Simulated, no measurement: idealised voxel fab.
Module name: voxel wiring stack (process module)
Cross-section cut spans 205 nm and uses square cells 5 nm in size.
In this document a cross-section is written as a grid of square cells. It is given as a series of bands, listed from the top down, and a band is one or more rows of cells.
In this notation a band is specified by the heights of its top and bottom, in that order and in nm, after which its materials appear from left to right, each paired with its width in nm. The word "all across" attached to a single material means that material fills the band from edge to edge; the word "empty" stands for empty space.
Heights from 0 (as-received wafer is one material below). Bottom band endless downward, as "0 -> down".
When a width is written as two numbers, as in "30->40", the first number is the width in the top row of cells of the band and the second is the width in its bottom row, and the width changes by the same amount from each row to the next.
Take "same as before" at face value: in the step it is given for, the cross-section changed in none of its cells.
"Voids, enclosed" lists enclosed empty spaces (at least 8 cells, no open path upward to the top), each as width x height at distance from the left edge, in nm.
Post-settings text on a step line: simulator's own remark regarding the step.
"overlay nm" on a masked step: distance the mask lay right of its planned place, negative for left.
Every pair from here on: before one process step, after it. The after cross-section reaches only to the lowest band that changed. Below the pair: the step in between and its settings. Pairs can belong to different runs of this module on the same starting wafer; a pair carries on from the pair above only if the entry headed "State on entry" says so.
## State on entry
* 140 -> 120 | 60 nm lowk | 30 nm empty | 20 nm lowk | 30 nm empty | 65 nm lowk
* 120 -> 105 | lowk all across
* 105 -> 100 | SiCN all across
* 100 -> 90 | 60 nm SiO2 | 5 nm TiN | 20 nm Cu | 5 nm TiN | 20 nm SiO2 | 5 nm TiN | 20 nm Cu | 5 nm TiN | 65 nm SiO2
* 90 -> 85 | 60 nm SiO2 | 5 nm TiN | 5 nm Cu | 20 nm TiN | 20 nm SiO2 | 5 nm TiN | 5 nm Cu | 20 nm TiN | 65 nm SiO2
* 85 -> 75 | 60 nm SiO2 | 5 nm TiN | 5 nm Cu | 5 nm TiN | 35 nm SiO2 | 5 nm TiN | 5 nm Cu | 5 nm TiN | 80 nm SiO2
* 75 -> 70 | 60 nm SiCN | 15 nm TiN | 35 nm SiCN | 15 nm TiN | 80 nm SiCN
* 70 -> 40 | 60 nm lowk | 5 nm TiN | 20 nm Ru | 5 nm TiN | 20 nm lowk | 5 nm TiN | 20 nm Ru | 5 nm TiN | 65 nm lowk
* 40 -> 35 | 60 nm SiCN | 30 nm TiN | 20 nm SiCN | 30 nm TiN | 65 nm SiCN
* 35 -> 15 | 60 nm SiO2 | 30 nm W | 20 nm SiO2 | 30 nm W | 65 nm SiO2
* 15 -> 10 | 60 nm SiO2 | 30 nm TiN | 20 nm SiO2 | 30 nm TiN | 65 nm SiO2
* 10 -> 0 | SiO2 all across
* 0 -> down | Si all across
* Voids, enclosed: none
## Cut View, Post-Step
* 160 -> 140 | 60 nm resist | 15 nm empty | 35 nm resist | 15 nm empty | 80 nm resist
* 140 -> 120 | 60 nm lowk | 15 nm empty | 15 nm resist | 20 nm lowk | 15 nm empty | 15 nm resist | 65 nm lowk
* Under 120: no change, same as before.
* Voids, enclosed: none
Here is the step that sits between the two cross-sections above: PATTERN: tone open, mask id METAL_4_HOLES, material resist, width nm 15, pitch nm 50, thk nm 20, overlay nm 0
State on entry: look at the pair above, its after cross-section is where this step starts.
## Cut View, Post-Step
* 160 -> 140 | 60 nm resist | 15 nm empty | 35 nm resist | 15 nm empty | 80 nm resist
* 140 -> 120 | 60 nm lowk | 15 nm empty | 15 nm resist | 20 nm lowk | 15 nm empty | 15 nm resist | 65 nm lowk
* 120 -> 105 | 60 nm lowk | 15 nm empty | 35 nm lowk | 15 nm empty | 80 nm lowk
* Under 105: no change, same as before.
* Voids, enclosed: none
Here is the step that sits between the two cross-sections above: DIRECTIONAL_ETCH: etch materials lowk, depth nm 15
State on entry: look at the pair above, its after cross-section is where this step starts.
## Cut View, Post-Step
* 160 -> 140 | 60 nm resist | 15 nm empty | 35 nm resist | 15 nm empty | 80 nm resist
* 140 -> 120 | 60 nm lowk | 15 nm empty | 15 nm resist | 20 nm lowk | 15 nm empty | 15 nm resist | 65 nm lowk
* 120 -> 105 | 60 nm lowk | 15 nm empty | 35 nm lowk | 15 nm empty | 80 nm lowk
* 105 -> 100 | 60 nm SiCN | 15 nm empty | 35 nm SiCN | 15 nm empty | 80 nm SiCN
* Under 100: no change, same as before.
* Voids, enclosed: none
Here is the step that sits between the two cross-sections above: DIRECTIONAL_ETCH: etch materials SiCN, depth nm 5
State on entry: look at the pair above, its after cross-section is where this step starts.
## Cut View, Post-Step
* 140 -> 120 | 60 nm lowk | 30 nm empty | 20 nm lowk | 30 nm empty | 65 nm lowk
* Under 120: no change, same as before.
* Voids, enclosed: none
Here is the step that sits between the two cross-sections above: STRIP: etch materials resist
State on entry: look at the pair above, its after cross-section is where this step starts.
## Cut View, Post-Step
* 145 -> 140 | 65 nm TiN | 20 nm empty | 30 nm TiN | 20 nm empty | 70 nm TiN
* 140 -> 125 | 60 nm lowk | 5 nm TiN | 20 nm empty | 5 nm TiN | 20 nm lowk | 5 nm TiN | 20 nm empty | 5 nm TiN | 65 nm lowk
* 125 -> 120 | 60 nm lowk | 5 nm TiN | 5 nm empty | 20 nm TiN | 20 nm lowk | 5 nm TiN | 5 nm empty | 20 nm TiN | 65 nm lowk
* 120 -> 105 | 60 nm lowk | 5 nm TiN | 5 nm empty | 5 nm TiN | 35 nm lowk | 5 nm TiN | 5 nm empty | 5 nm TiN | 80 nm lowk
* 105 -> 100 | 60 nm SiCN | 15 nm TiN | 35 nm SiCN | 15 nm TiN | 80 nm SiCN
* Under 100: no change, same as before.
* Voids, enclosed: none
Here is the step that sits between the two cross-sections above: CONFORMAL_DEP: material TiN, thk nm 5
State on entry: look at the pair above, its after cross-section is where this step starts.
## Cut View, Post-Step
* 150 -> 145 | Ru all across
* 145 -> 140 | 65 nm TiN | 20 nm Ru | 30 nm TiN | 20 nm Ru | 70 nm TiN
* 140 -> 125 | 60 nm lowk | 5 nm TiN | 20 nm Ru | 5 nm TiN | 20 nm lowk | 5 nm TiN | 20 nm Ru | 5 nm TiN | 65 nm lowk
* 125 -> 120 | 60 nm lowk | 5 nm TiN | 5 nm Ru | 20 nm TiN | 20 nm lowk | 5 nm TiN | 5 nm Ru | 20 nm TiN | 65 nm lowk
* 120 -> 105 | 60 nm lowk | 5 nm TiN | 5 nm Ru | 5 nm TiN | 35 nm lowk | 5 nm TiN | 5 nm Ru | 5 nm TiN | 80 nm lowk
* Under 105: no change, same as before.
* Voids, enclosed: none
Here is the step that sits between the two cross-sections above: FILL_DEP: material Ru, thk nm 5
State on entry: look at the pair above, its after cross-section is where this step starts.
## Cut View, Post-Step
* 140 -> 125 | 60 nm lowk | 5 nm TiN | 20 nm Ru | 5 nm TiN | 20 nm lowk | 5 nm TiN | 20 nm Ru | 5 nm TiN | 65 nm lowk
* Under 125: no change, same as before.
* Voids, enclosed: none
Here is the step that sits between the two cross-sections above: CMP: height nm 140
State on entry: look at the pair above, its after cross-section is where this step starts.
## Cut View, Post-Step
* 145 -> 140 | SiCN all across
* Under 140: no change, same as before.
* Voids, enclosed: none
Here is the step that sits between the two cross-sections above: CONFORMAL_DEP: material SiCN, thk nm 5
## State on entry
* 70 -> 60 | 60 nm lowk | 5 nm TiN | 20 nm Ru | 5 nm TiN | 20 nm lowk | 5 nm TiN | 20 nm Ru | 5 nm TiN | 65 nm lowk
* 60 -> 55 | 60 nm lowk | 5 nm TiN | 5 nm Ru | 20 nm TiN | 20 nm lowk | 5 nm TiN | 5 nm Ru | 20 nm TiN | 65 nm lowk
* 55 -> 40 | 60 nm lowk | 5 nm TiN | 5 nm Ru | 5 nm TiN | 35 nm lowk | 5 nm TiN | 5 nm Ru | 5 nm TiN | 80 nm lowk
* 40 -> 35 | 60 nm SiCN | 15 nm TiN | 35 nm SiCN | 15 nm TiN | 80 nm SiCN
* 35 -> 15 | 60 nm SiO2 | 30 nm W | 20 nm SiO2 | 30 nm W | 65 nm SiO2
* 15 -> 10 | 60 nm SiO2 | 30 nm TiN | 20 nm SiO2 | 30 nm TiN | 65 nm SiO2
* 10 -> 0 | SiO2 all across
* 0 -> down | Si all across
* Voids, enclosed: none
## Cut View, Post-Step
* 95 -> 70 | SiO2 all across
* Under 70: no change, same as before.
* Voids, enclosed: none
Here is the step that sits between the two cross-sections above: DIRECTIONAL_DEP: material SiO2, thk nm 25
State on entry: look at the pair above, its after cross-section is where this step starts.
## Cut View, Post-Step
* 100 -> 95 | SiCN all across
* Under 95: no change, same as before.
* Voids, enclosed: none
Here is the step that sits between the two cross-sections above: CONFORMAL_DEP: material SiCN, thk nm 5
State on entry: look at the pair above, its after cross-section is where this step starts.
## Cut View, Post-Step
* 120 -> 100 | 60 nm resist | 15 nm empty | 35 nm resist | 15 nm empty | 80 nm resist
* Under 100: no change, same as before.
* Voids, enclosed: none
Here is the step that sits between the two cross-sections above: PATTERN: tone open, mask id METAL_3_HOLES, material resist, width nm 15, pitch nm 50, thk nm 20, overlay nm 0
State on entry: look at the pair above, its after cross-section is where this step starts.
## Cut View, Post-Step
* 100 -> 95 | SiCN all across
* Under 95: no change, same as before.
* Voids, enclosed: none
Here is the step that sits between the two cross-sections above: STRIP: etch materials resist
State on entry: look at the pair above, its after cross-section is where this step starts.
## Cut View, Post-Step
* 115 -> 100 | aC all across
* Under 100: no change, same as before.
* Voids, enclosed: none
Here is the step that sits between the two cross-sections above: DIRECTIONAL_DEP: material aC, thk nm 15
State on entry: look at the pair above, its after cross-section is where this step starts.
## Cut View, Post-Step
* 150 -> 115 | 60 nm resist | 30 nm empty | 20 nm resist | 30 nm empty | 65 nm resist
* Under 115: no change, same as before.
* Voids, enclosed: none
Here is the step that sits between the two cross-sections above: PATTERN: tone open, mask id METAL_3, material resist, width nm 30, pitch nm 50, thk nm 35, overlay nm 0
State on entry: look at the pair above, its after cross-section is where this step starts.
## Cut View, Post-Step
* 135 -> 115 | 60 nm resist | 30 nm empty | 20 nm resist | 30 nm empty | 65 nm resist
* 115 -> 100 | 60 nm aC | 30 nm empty | 20 nm aC | 30 nm empty | 65 nm aC
* Under 100: no change, same as before.
* Voids, enclosed: none
Here is the step that sits between the two cross-sections above: DIRECTIONAL_ETCH: etch materials aC, depth nm 15
State on entry: look at the pair above, its after cross-section is where this step starts.
## Cut View, Post-Step
* 115 -> 100 | 60 nm aC | 30 nm empty | 20 nm aC | 30 nm empty | 65 nm aC
* Under 100: no change, same as before.
* Voids, enclosed: none
Here is the step that sits between the two cross-sections above: STRIP: etch materials resist
State on entry: look at the pair above, its after cross-section is where this step starts.
## Cut View, Post-Step
* 115 -> 100 | 60 nm aC | 30 nm empty | 20 nm aC | 30 nm empty | 65 nm aC
* 100 -> 95 | 60 nm SiCN | 30 nm empty | 20 nm SiCN | 30 nm empty | 65 nm SiCN
* Under 95: no change, same as before.
* Voids, enclosed: none
Here is the step that sits between the two cross-sections above: DIRECTIONAL_ETCH: etch materials SiCN, depth nm 5
State on entry: look at the pair above, its after cross-section is where this step starts.
## Cut View, Post-Step
* 100 -> 95 | 60 nm SiCN | 30 nm empty | 20 nm SiCN | 30 nm empty | 65 nm SiCN
* Under 95: no change, same as before.
* Voids, enclosed: none
Here is the step that sits between the two cross-sections above: STRIP: etch materials aC
State on entry: look at the pair above, its after cross-section is where this step starts.
## Cut View, Post-Step
* 105 -> 100 | 65 nm TiN | 20 nm empty | 30 nm TiN | 20 nm empty | 70 nm TiN
* 100 -> 95 | 60 nm SiCN | 30 nm TiN | 20 nm SiCN | 30 nm TiN | 65 nm SiCN
* Under 95: no change, same as before.
* Voids, enclosed: none
Here is the step that sits between the two cross-sections above: CONFORMAL_DEP: material TiN, thk nm 5
State on entry: look at the pair above, its after cross-section is where this step starts.
## Cut View, Post-Step
* 115 -> 105 | Cu all across
* 105 -> 100 | 65 nm TiN | 20 nm Cu | 30 nm TiN | 20 nm Cu | 70 nm TiN
* Under 100: no change, same as before.
* Voids, enclosed: none
Here is the step that sits between the two cross-sections above: FILL_DEP: material Cu, thk nm 10
State on entry: look at the pair above, its after cross-section is where this step starts.
## Cut View, Post-Step
* 100 -> 95 | 60 nm SiCN | 30 nm TiN | 20 nm SiCN | 30 nm TiN | 65 nm SiCN
* Under 95: no change, same as before.
* Voids, enclosed: none
Here is the step that sits between the two cross-sections above: CMP: height nm 100
State on entry: look at the pair above, its after cross-section is where this step starts.
## Cut View, Post-Step
* 105 -> 100 | SiCN all across
* Under 100: no change, same as before.
* Voids, enclosed: none
Here is the step that sits between the two cross-sections above: CONFORMAL_DEP: material SiCN, thk nm 5
State on entry: look at the pair above, its after cross-section is where this step starts.
## Cut View, Post-Step
* 140 -> 105 | lowk all across
* Under 105: no change, same as before.
* Voids, enclosed: none
Here is the step that sits between the two cross-sections above: DIRECTIONAL_DEP: material lowk, thk nm 35
State on entry: look at the pair above, its after cross-section is where this step starts.
## Cut View, Post-Step
* 155 -> 140 | aC all across
* Under 140: no change, same as before.
* Voids, enclosed: none
Here is the step that sits between the two cross-sections above: DIRECTIONAL_DEP: material aC, thk nm 15
State on entry: look at the pair above, its after cross-section is where this step starts.
## Cut View, Post-Step
* 185 -> 155 | 60 nm resist | 30 nm empty | 20 nm resist | 30 nm empty | 65 nm resist
* Under 155: no change, same as before.
* Voids, enclosed: none
Here is the step that sits between the two cross-sections above: PATTERN: tone open, mask id METAL_4, material resist, width nm 30, pitch nm 50, thk nm 30, overlay nm 0
State on entry: look at the pair above, its after cross-section is where this step starts.
## Cut View, Post-Step
* 170 -> 155 | 60 nm resist | 30 nm empty | 20 nm resist | 30 nm empty | 65 nm resist
* 155 -> 140 | 60 nm aC | 30 nm empty | 20 nm aC | 30 nm empty | 65 nm aC
* Under 140: no change, same as before.
* Voids, enclosed: none
Here is the step that sits between the two cross-sections above: DIRECTIONAL_ETCH: etch materials aC, depth nm 15
State on entry: look at the pair above, its after cross-section is where this step starts.
## Cut View, Post-Step
* 155 -> 140 | 60 nm aC | 30 nm empty | 20 nm aC | 30 nm empty | 65 nm aC
* Under 140: no change, same as before.
* Voids, enclosed: none
Here is the step that sits between the two cross-sections above: STRIP: etch materials resist
State on entry: look at the pair above, its after cross-section is where this step starts.
## Cut View, Post-Step
* 155 -> 140 | 60 nm aC | 30 nm empty | 20 nm aC | 30 nm empty | 65 nm aC
* 140 -> 120 | 60 nm lowk | 30 nm empty | 20 nm lowk | 30 nm empty | 65 nm lowk
* Under 120: no change, same as before.
* Voids, enclosed: none
Here is the step that sits between the two cross-sections above: DIRECTIONAL_ETCH: etch materials lowk, depth nm 20
State on entry: look at the pair above, its after cross-section is where this step starts.
## Cut View, Post-Step
* 140 -> 120 | 60 nm lowk | 30 nm empty | 20 nm lowk | 30 nm empty | 65 nm lowk
* Under 120: no change, same as before.
* Voids, enclosed: none
Here is the step that sits between the two cross-sections above: STRIP: etch materials aC
State on entry: look at the pair above, its after cross-section is where this step starts.
## Cut View, Post-Step
* 160 -> 140 | 60 nm resist | 15 nm empty | 35 nm resist | 15 nm empty | 80 nm resist
* 140 -> 120 | 60 nm lowk | 15 nm empty | 15 nm resist | 20 nm lowk | 15 nm empty | 15 nm resist | 65 nm lowk
* Under 120: no change, same as before.
* Voids, enclosed: none
Here is the step that sits between the two cross-sections above: PATTERN: tone open, mask id METAL_4_HOLES, material resist, width nm 15, pitch nm 50, thk nm 20, overlay nm 0
State on entry: look at the pair above, its after cross-section is where this step starts.
## Cut View, Post-Step
* 160 -> 140 | 60 nm resist | 15 nm empty | 35 nm resist | 15 nm empty | 80 nm resist
* 140 -> 120 | 60 nm lowk | 15 nm empty | 15 nm resist | 20 nm lowk | 15 nm empty | 15 nm resist | 65 nm lowk
* 120 -> 105 | 60 nm lowk | 15 nm empty | 35 nm lowk | 15 nm empty | 80 nm lowk
* Under 105: no change, same as before.
* Voids, enclosed: none
Here is the step that sits between the two cross-sections above: DIRECTIONAL_ETCH: etch materials lowk, depth nm 15
State on entry: look at the pair above, its after cross-section is where this step starts.
## Cut View, Post-Step
* 160 -> 140 | 60 nm resist | 15 nm empty | 35 nm resist | 15 nm empty | 80 nm resist
* 140 -> 120 | 60 nm lowk | 15 nm empty | 15 nm resist | 20 nm lowk | 15 nm empty | 15 nm resist | 65 nm lowk
* 120 -> 105 | 60 nm lowk | 15 nm empty | 35 nm lowk | 15 nm empty | 80 nm lowk
* 105 -> 100 | 60 nm SiCN | 15 nm empty | 35 nm SiCN | 15 nm empty | 80 nm SiCN
* Under 100: no change, same as before.
* Voids, enclosed: none
Here is the step that sits between the two cross-sections above: DIRECTIONAL_ETCH: etch materials SiCN, depth nm 5
State on entry: look at the pair above, its after cross-section is where this step starts.
## Cut View, Post-Step
* 140 -> 120 | 60 nm lowk | 30 nm empty | 20 nm lowk | 30 nm empty | 65 nm lowk
* Under 120: no change, same as before.
* Voids, enclosed: none
Here is the step that sits between the two cross-sections above: STRIP: etch materials resist
State on entry: look at the pair above, its after cross-section is where this step starts.
## Cut View, Post-Step
* 145 -> 140 | 65 nm TiN | 20 nm empty | 30 nm TiN | 20 nm empty | 70 nm TiN
* 140 -> 125 | 60 nm lowk | 5 nm TiN | 20 nm empty | 5 nm TiN | 20 nm lowk | 5 nm TiN | 20 nm empty | 5 nm TiN | 65 nm lowk
* 125 -> 120 | 60 nm lowk | 5 nm TiN | 5 nm empty | 20 nm TiN | 20 nm lowk | 5 nm TiN | 5 nm empty | 20 nm TiN | 65 nm lowk
* 120 -> 105 | 60 nm lowk | 5 nm TiN | 5 nm empty | 5 nm TiN | 35 nm lowk | 5 nm TiN | 5 nm empty | 5 nm TiN | 80 nm lowk
* 105 -> 95 | 60 nm SiCN | 15->30 nm TiN | 35->20 nm SiCN | 15->30 nm TiN | 80->65 nm SiCN
* Under 95: no change, same as before.
* Voids, enclosed: none
Here is the step that sits between the two cross-sections above: CONFORMAL_DEP: material TiN, thk nm 5
State on entry: look at the pair above, its after cross-section is where this step starts.
## Cut View, Post-Step
* 150 -> 145 | Ru all across
* 145 -> 140 | 65 nm TiN | 20 nm Ru | 30 nm TiN | 20 nm Ru | 70 nm TiN
* 140 -> 125 | 60 nm lowk | 5 nm TiN | 20 nm Ru | 5 nm TiN | 20 nm lowk | 5 nm TiN | 20 nm Ru | 5 nm TiN | 65 nm lowk
* 125 -> 120 | 60 nm lowk | 5 nm TiN | 5 nm Ru | 20 nm TiN | 20 nm lowk | 5 nm TiN | 5 nm Ru | 20 nm TiN | 65 nm lowk
* 120 -> 105 | 60 nm lowk | 5 nm TiN | 5 nm Ru | 5 nm TiN | 35 nm lowk | 5 nm TiN | 5 nm Ru | 5 nm TiN | 80 nm lowk
* Under 105: no change, same as before.
* Voids, enclosed: none
Here is the step that sits between the two cross-sections above: FILL_DEP: material Ru, thk nm 5
State on entry: look at the pair above, its after cross-section is where this step starts.
## Cut View, Post-Step
* 140 -> 125 | 60 nm lowk | 5 nm TiN | 20 nm Ru | 5 nm TiN | 20 nm lowk | 5 nm TiN | 20 nm Ru | 5 nm TiN | 65 nm lowk
* Under 125: no change, same as before.
* Voids, enclosed: none
Here is the step that sits between the two cross-sections above: CMP: height nm 140
State on entry: look at the pair above, its after cross-section is where this step starts.
## Cut View, Post-Step
* 145 -> 140 | SiCN all across
* Under 140: no change, same as before.
* Voids, enclosed: none
Here is the step that sits between the two cross-sections above: CONFORMAL_DEP: material SiCN, thk nm 5
## State on entry
* 15 -> 10 | TiN all across
* 10 -> 0 | SiO2 all across
* 0 -> down | Si all across
* Voids, enclosed: none
## Cut View, Post-Step
* 30 -> 15 | W all across
* Under 15: no change, same as before.
* Voids, enclosed: none
Here is the step that sits between the two cross-sections above: DIRECTIONAL_DEP: material W, thk nm 15
State on entry: look at the pair above, its after cross-section is where this step starts.
## Cut View, Post-Step
* 50 -> 30 | 60 nm empty | 30 nm resist | 20 nm empty | 30 nm resist | 65 nm empty
* Under 30: no change, same as before.
* Voids, enclosed: none
Here is the step that sits between the two cross-sections above: PATTERN: tone cover, mask id METAL_1, material resist, width nm 30, pitch nm 50, thk nm 20, overlay nm 0
State on entry: look at the pair above, its after cross-section is where this step starts.
## Cut View, Post-Step
* 50 -> 30 | 60 nm empty | 30 nm resist | 20 nm empty | 30 nm resist | 65 nm empty
* 30 -> 15 | 60 nm empty | 30 nm W | 20 nm empty | 30 nm W | 65 nm empty
* Under 15: no change, same as before.
* Voids, enclosed: none
Here is the step that sits between the two cross-sections above: DIRECTIONAL_ETCH: etch materials W, depth nm 20
State on entry: look at the pair above, its after cross-section is where this step starts.
## Cut View, Post-Step
* 50 -> 30 | 60 nm empty | 30 nm resist | 20 nm empty | 30 nm resist | 65 nm empty
* 30 -> 15 | 60 nm empty | 30 nm W | 20 nm empty | 30 nm W | 65 nm empty
* 15 -> 10 | 60 nm empty | 30 nm TiN | 20 nm empty | 30 nm TiN | 65 nm empty
* Under 10: no change, same as before.
* Voids, enclosed: none
Here is the step that sits between the two cross-sections above: DIRECTIONAL_ETCH: etch materials TiN, depth nm 5
State on entry: look at the pair above, its after cross-section is where this step starts.
## Cut View, Post-Step
* 30 -> 15 | 60 nm empty | 30 nm W | 20 nm empty | 30 nm W | 65 nm empty
* Under 15: no change, same as before.
* Voids, enclosed: none
Here is the step that sits between the two cross-sections above: STRIP: etch materials resist
State on entry: look at the pair above, its after cross-section is where this step starts.
## Cut View, Post-Step
* 40 -> 30 | SiO2 all across
* 30 -> 15 | 60 nm SiO2 | 30 nm W | 20 nm SiO2 | 30 nm W | 65 nm SiO2
* 15 -> 10 | 60 nm SiO2 | 30 nm TiN | 20 nm SiO2 | 30 nm TiN | 65 nm SiO2
* Under 10: no change, same as before.
* Voids, enclosed: none
Here is the step that sits between the two cross-sections above: FILL_DEP: material SiO2, thk nm 10
State on entry: look at the pair above, its after cross-section is where this step starts.
## Cut View, Post-Step
* 35 -> 30 | SiO2 all across
* Under 30: no change, same as before.
* Voids, enclosed: none
Here is the step that sits between the two cross-sections above: CMP: height nm 35
State on entry: look at the pair above, its after cross-section is where this step starts.
## Cut View, Post-Step
* 40 -> 35 | SiCN all across
* Under 35: no change, same as before.
* Voids, enclosed: none
Here is the step that sits between the two cross-sections above: CONFORMAL_DEP: material SiCN, thk nm 5
State on entry: look at the pair above, its after cross-section is where this step starts.
## Cut View, Post-Step
* 70 -> 40 | lowk all across
* Under 40: no change, same as before.
* Voids, enclosed: none
Here is the step that sits between the two cross-sections above: DIRECTIONAL_DEP: material lowk, thk nm 30
State on entry: look at the pair above, its after cross-section is where this step starts.
## Cut View, Post-Step
* 90 -> 70 | 60 nm resist | 15 nm empty | 35 nm resist | 15 nm empty | 80 nm resist
* Under 70: no change, same as before.
* Voids, enclosed: none
Here is the step that sits between the two cross-sections above: PATTERN: tone open, mask id METAL_2_HOLES, material resist, width nm 15, pitch nm 50, thk nm 20, overlay nm 0
State on entry: look at the pair above, its after cross-section is where this step starts.
## Cut View, Post-Step
* 90 -> 70 | 60 nm resist | 15 nm empty | 35 nm resist | 15 nm empty | 80 nm resist
* 70 -> 40 | 60 nm lowk | 15 nm empty | 35 nm lowk | 15 nm empty | 80 nm lowk
* Under 40: no change, same as before.
* Voids, enclosed: none
Here is the step that sits between the two cross-sections above: DIRECTIONAL_ETCH: etch materials lowk, depth nm 30
State on entry: look at the pair above, its after cross-section is where this step starts.
## Cut View, Post-Step
* 70 -> 40 | 60 nm lowk | 15 nm empty | 35 nm lowk | 15 nm empty | 80 nm lowk
* Under 40: no change, same as before.
* Voids, enclosed: none
Here is the step that sits between the two cross-sections above: STRIP: etch materials resist
State on entry: look at the pair above, its after cross-section is where this step starts.
## Cut View, Post-Step
* 85 -> 70 | 60 nm resist | 30 nm empty | 20 nm resist | 30 nm empty | 65 nm resist
* Under 70: no change, same as before.
* Voids, enclosed: none
Here is the step that sits between the two cross-sections above: PATTERN: tone open, mask id METAL_2, material resist, width nm 30, pitch nm 50, thk nm 15, overlay nm 0
State on entry: look at the pair above, its after cross-section is where this step starts.
## Cut View, Post-Step
* 85 -> 70 | 60 nm resist | 30 nm empty | 20 nm resist | 30 nm empty | 65 nm resist
* 70 -> 55 | 60 nm lowk | 30 nm empty | 20 nm lowk | 30 nm empty | 65 nm lowk
* Under 55: no change, same as before.
* Voids, enclosed: none
Here is the step that sits between the two cross-sections above: DIRECTIONAL_ETCH: etch materials lowk, depth nm 15
State on entry: look at the pair above, its after cross-section is where this step starts.
## Cut View, Post-Step
* 85 -> 70 | 60 nm resist | 30 nm empty | 20 nm resist | 30 nm empty | 65 nm resist
* 70 -> 55 | 60 nm lowk | 30 nm empty | 20 nm lowk | 30 nm empty | 65 nm lowk
* 55 -> 40 | 60 nm lowk | 15 nm empty | 35 nm lowk | 15 nm empty | 80 nm lowk
* 40 -> 35 | 60 nm SiCN | 15 nm empty | 35 nm SiCN | 15 nm empty | 80 nm SiCN
* Under 35: no change, same as before.
* Voids, enclosed: none
Here is the step that sits between the two cross-sections above: DIRECTIONAL_ETCH: etch materials SiCN, depth nm 5
State on entry: look at the pair above, its after cross-section is where this step starts.
## Cut View, Post-Step
* 70 -> 55 | 60 nm lowk | 30 nm empty | 20 nm lowk | 30 nm empty | 65 nm lowk
* Under 55: no change, same as before.
* Voids, enclosed: none
Here is the step that sits between the two cross-sections above: STRIP: etch materials resist
State on entry: look at the pair above, its after cross-section is where this step starts.
## Cut View, Post-Step
* 75 -> 70 | 65 nm TiN | 20 nm empty | 30 nm TiN | 20 nm empty | 70 nm TiN
* 70 -> 60 | 60 nm lowk | 5 nm TiN | 20 nm empty | 5 nm TiN | 20 nm lowk | 5 nm TiN | 20 nm empty | 5 nm TiN | 65 nm lowk
* 60 -> 55 | 60 nm lowk | 5 nm TiN | 5 nm empty | 20 nm TiN | 20 nm lowk | 5 nm TiN | 5 nm empty | 20 nm TiN | 65 nm lowk
* 55 -> 40 | 60 nm lowk | 5 nm TiN | 5 nm empty | 5 nm TiN | 35 nm lowk | 5 nm TiN | 5 nm empty | 5 nm TiN | 80 nm lowk
* 40 -> 35 | 60 nm SiCN | 15 nm TiN | 35 nm SiCN | 15 nm TiN | 80 nm SiCN
* Under 35: no change, same as before.
* Voids, enclosed: none
Here is the step that sits between the two cross-sections above: CONFORMAL_DEP: material TiN, thk nm 5
State on entry: look at the pair above, its after cross-section is where this step starts.
## Cut View, Post-Step
* 80 -> 75 | Ru all across
* 75 -> 70 | 65 nm TiN | 20 nm Ru | 30 nm TiN | 20 nm Ru | 70 nm TiN
* 70 -> 60 | 60 nm lowk | 5 nm TiN | 20 nm Ru | 5 nm TiN | 20 nm lowk | 5 nm TiN | 20 nm Ru | 5 nm TiN | 65 nm lowk
* 60 -> 55 | 60 nm lowk | 5 nm TiN | 5 nm Ru | 20 nm TiN | 20 nm lowk | 5 nm TiN | 5 nm Ru | 20 nm TiN | 65 nm lowk
* 55 -> 40 | 60 nm lowk | 5 nm TiN | 5 nm Ru | 5 nm TiN | 35 nm lowk | 5 nm TiN | 5 nm Ru | 5 nm TiN | 80 nm lowk
* Under 40: no change, same as before.
* Voids, enclosed: none
Here is the step that sits between the two cross-sections above: FILL_DEP: material Ru, thk nm 5
State on entry: look at the pair above, its after cross-section is where this step starts.
## Cut View, Post-Step
* 70 -> 60 | 60 nm lowk | 5 nm TiN | 20 nm Ru | 5 nm TiN | 20 nm lowk | 5 nm TiN | 20 nm Ru | 5 nm TiN | 65 nm lowk
* Under 60: no change, same as before.
* Voids, enclosed: none
Here is the step that sits between the two cross-sections above: CMP: height nm 70
State on entry: look at the pair above, its after cross-section is where this step starts.
## Cut View, Post-Step
* 75 -> 70 | SiCN all across
* Under 70: no change, same as before.
* Voids, enclosed: none
Here is the step that sits between the two cross-sections above: CONFORMAL_DEP: material SiCN, thk nm 5
State on entry: look at the pair above, its after cross-section is where this step starts.
## Cut View, Post-Step
* 100 -> 75 | SiO2 all across
* Under 75: no change, same as before.
* Voids, enclosed: none
Here is the step that sits between the two cross-sections above: DIRECTIONAL_DEP: material SiO2, thk nm 25
State on entry: look at the pair above, its after cross-section is where this step starts.
## Cut View, Post-Step
* 120 -> 100 | 60 nm resist | 15 nm empty | 35 nm resist | 15 nm empty | 80 nm resist
* Under 100: no change, same as before.
* Voids, enclosed: none
Here is the step that sits between the two cross-sections above: PATTERN: tone open, mask id METAL_3_HOLES, material resist, width nm 15, pitch nm 50, thk nm 20, overlay nm 0
State on entry: look at the pair above, its after cross-section is where this step starts.
## Cut View, Post-Step
* 120 -> 100 | 60 nm resist | 15 nm empty | 35 nm resist | 15 nm empty | 80 nm resist
* 100 -> 75 | 60 nm SiO2 | 15 nm empty | 35 nm SiO2 | 15 nm empty | 80 nm SiO2
* Under 75: no change, same as before.
* Voids, enclosed: none
Here is the step that sits between the two cross-sections above: DIRECTIONAL_ETCH: etch materials SiO2, depth nm 25
State on entry: look at the pair above, its after cross-section is where this step starts.
## Cut View, Post-Step
* 100 -> 75 | 60 nm SiO2 | 15 nm empty | 35 nm SiO2 | 15 nm empty | 80 nm SiO2
* Under 75: no change, same as before.
* Voids, enclosed: none
Here is the step that sits between the two cross-sections above: STRIP: etch materials resist
State on entry: look at the pair above, its after cross-section is where this step starts.
## Cut View, Post-Step
* 115 -> 100 | 60 nm aC | 15 nm empty | 35 nm aC | 15 nm empty | 80 nm aC
* 100 -> 90 | 60 nm SiO2 | 15 nm empty | 35 nm SiO2 | 15 nm empty | 80 nm SiO2
* 90 -> 75 | 60 nm SiO2 | 15 nm aC | 35 nm SiO2 | 15 nm aC | 80 nm SiO2
* Under 75: no change, same as before.
* Voids, enclosed: none
Here is the step that sits between the two cross-sections above: DIRECTIONAL_DEP: material aC, thk nm 15
State on entry: look at the pair above, its after cross-section is where this step starts.
## Cut View, Post-Step
* 150 -> 115 | 60 nm resist | 30 nm empty | 20 nm resist | 30 nm empty | 65 nm resist
* Under 115: no change, same as before.
* Voids, enclosed: none
Here is the step that sits between the two cross-sections above: PATTERN: tone open, mask id METAL_3, material resist, width nm 30, pitch nm 50, thk nm 35, overlay nm 0
State on entry: look at the pair above, its after cross-section is where this step starts.
## Cut View, Post-Step
* 135 -> 115 | 60 nm resist | 30 nm empty | 20 nm resist | 30 nm empty | 65 nm resist
* 115 -> 100 | 60 nm aC | 30 nm empty | 20 nm aC | 30 nm empty | 65 nm aC
* 100 -> 75 | 60 nm SiO2 | 15 nm empty | 35 nm SiO2 | 15 nm empty | 80 nm SiO2
* Under 75: no change, same as before.
* Voids, enclosed: none
Here is the step that sits between the two cross-sections above: DIRECTIONAL_ETCH: etch materials aC, depth nm 15
